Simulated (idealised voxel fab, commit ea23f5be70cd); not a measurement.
process module | voxel released beams
cross-section cut | 170 nm wide | cells 5 nm
A cross-section is a grid of square cells, given in bands from the top down. A band is one or more rows of cells.
Each band's line starts with the height of the band's top and of its bottom, in nm. Then come its materials from left to right, each with its width in nm. One material with "throughout" fills the band from edge to edge. "air" is empty space.
Height 0 is the level under which the wafer as received is all one material. The lowest band goes on downwards, as in "0 down".
A width such as "30 to 40" changes by the same amount from each row of cells to the next, from the band's top row to its bottom row.
"no change" after a step means that no cell of the cross-section changed.
closed voids: empty space of 8 cells or more with no open way to the top, each as width x height at its distance from the left edge, in nm
after a step's settings: what the simulator itself notes on the step
overlay nm, on a step with a mask: how far to the right of its planned place the mask lay; to the left if negative
plan
1 op RECEIVE | material Si
2 op CONFORMAL_DEP | material SiN | thk nm 10
3 op DIRECTIONAL_DEP | material SiO2 | thk nm 10
4 op MASKED_ETCH | tone open | mask id ANCHOR | width nm 45 | etch materials SiO2 | depth nm 10 | overlay nm 0
5 op CONFORMAL_DEP | material W | thk nm 15
6 op MASKED_ETCH | tone cover | mask id BEAM | width nm 105 | etch materials W | depth nm 15 | overlay nm 0
7 op STRIP | etch materials SiO2
as received, after step 1
  0 down: Si throughout
  closed voids: none
first wafer at the end, as planned
  35 to 25: air 30 | W 20 | air 15 | W 70 | air 35
  25 to 20: air 30 | W 105 | air 35
  20 to 10: air 35 | W 45 | air 90
  10 to 0: SiN throughout
  0 down: Si throughout
  closed voids: none
second wafer at the end: like start, like plan, one mistake
  35 to 25: SiN 50 | air 15 | SiN 105
  25 to 20: SiN throughout
  20 to 10: SiO2 35 | SiN 45 | SiO2 90
  10 to 0: SiN throughout
  0 down: Si throughout
  closed voids: none
what went wrong: step 5 ran as: op CONFORMAL_DEP | material SiN | thk nm 15
at the end the second wafer has, in cells: 114 more of SiN | 50 more of SiO2 | 75 fewer of W
